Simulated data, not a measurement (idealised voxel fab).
The document below concerns the process module designated voxel trench capacitor.
FYI the section here is cut, 245 nm wide, cells are 5 nm squares.
Cross-section format: a grid of square cells, given as bands from top to bottom; each band is one or more rows of cells. Per band: top height and bottom height in nm, followed by the left-to-right materials and their widths in nm; "edge to edge" marks a single material spanning edge to edge, "blank" marks empty space. Where do heights start? At 0: under that level the wafer as delivered is made of one material only. And the lowest band has no floor; it just carries on downward, as in "0 and below". A width given as "30 to 40" starts at the first number in the band's top row and ends at the second number in its bottom row, shifting by an equal amount at every step from row to row. Given "changes: none" for a step, no cell of the cross-section differs between before and after that step. The entry titled "Entrapped void list" provides the empty spaces that have no open way to the top, restricted to those of 8 cells or more. Each is presented as width x height at distance, the distance being measured from the left edge, with all three in nm. after a step's settings: what the simulator itself notes on the step. "overlay nm", when on a step's line for a step with a mask, measures how far to the right of its planned place the mask lay; a negative measure means to the left.

Process steps (planned):
step 1: RECEIVE (material Si)
step 2: CONFORMAL_DEP (material SiN; thk nm 5)
step 3: DIRECTIONAL_DEP (material aC; thk nm 15)
step 4: PATTERN (tone open; mask id TRENCH; material resist; width nm 25; pitch nm 50; thk nm 30; overlay nm 0)
step 5: DIRECTIONAL_ETCH (etch materials aC; depth nm 15)
step 6: STRIP (etch materials resist)
step 7: DIRECTIONAL_ETCH (etch materials SiN; depth nm 5)
step 8: DIRECTIONAL_ETCH (etch materials Si; depth nm 25)
step 9: STRIP (etch materials aC)
step 10: CONFORMAL_DEP (material HfO2; thk nm 5)
step 11: CONFORMAL_DEP (material TiN; thk nm 5)
step 12: FILL_DEP (material W; thk nm 5)
step 13: CMP (height nm 5)

Wafer as received: cross-section following step 1:
    0 and below: Si edge to edge
    Entrapped void list: none

First wafer at the end, as planned:
    5 down to 0: SiN (60); HfO2 (5); TiN (5); W (5); TiN (5); HfO2 (5); SiN (25); HfO2 (5); TiN (5); W (5); TiN (5); HfO2 (5); SiN (25); HfO2 (5); TiN (5); W (5); TiN (5); HfO2 (5); SiN (60)
    0 down to -15: Si (60); HfO2 (5); TiN (5); W (5); TiN (5); HfO2 (5); Si (25); HfO2 (5); TiN (5); W (5); TiN (5); HfO2 (5); Si (25); HfO2 (5); TiN (5); W (5); TiN (5); HfO2 (5); Si (60)
    -15 down to -20: Si (60); HfO2 (5); TiN (15); HfO2 (5); Si (25); HfO2 (5); TiN (15); HfO2 (5); Si (25); HfO2 (5); TiN (15); HfO2 (5); Si (60)
    -20 down to -25: Si (60); HfO2 (25); Si (25); HfO2 (25); Si (25); HfO2 (25); Si (60)
    -25 and below: Si edge to edge
    Entrapped void list: none

Cross-section, second wafer: same start as the first, same plan as the first, one mistake in running it; taken at the end of the module:
    5 down to 0: SiN (60); HfO2 (5); TiN (5); W (5); TiN (5); HfO2 (5); SiN (25); HfO2 (5); TiN (5); W (5); TiN (5); HfO2 (5); SiN (25); HfO2 (5); TiN (5); W (5); TiN (5); HfO2 (5); SiN (60)
    0 down to -40: Si (60); HfO2 (5); TiN (5); W (5); TiN (5); HfO2 (5); Si (25); HfO2 (5); TiN (5); W (5); TiN (5); HfO2 (5); Si (25); HfO2 (5); TiN (5); W (5); TiN (5); HfO2 (5); Si (60)
    -40 down to -45: Si (60); HfO2 (5); TiN (15); HfO2 (5); Si (25); HfO2 (5); TiN (15); HfO2 (5); Si (25); HfO2 (5); TiN (15); HfO2 (5); Si (60)
    -45 down to -50: Si (60); HfO2 (25); Si (25); HfO2 (25); Si (25); HfO2 (25); Si (60)
    -50 and below: Si edge to edge
    Entrapped void list: none
What was done differently from what was planned? it should be noted that step 8 of the plan was executed twice
The closing comparison, in cells, has the second wafer with more or fewer of some materials than the first: HfO2: 30 more | Si: 75 fewer | TiN: 30 more | W: 15 more
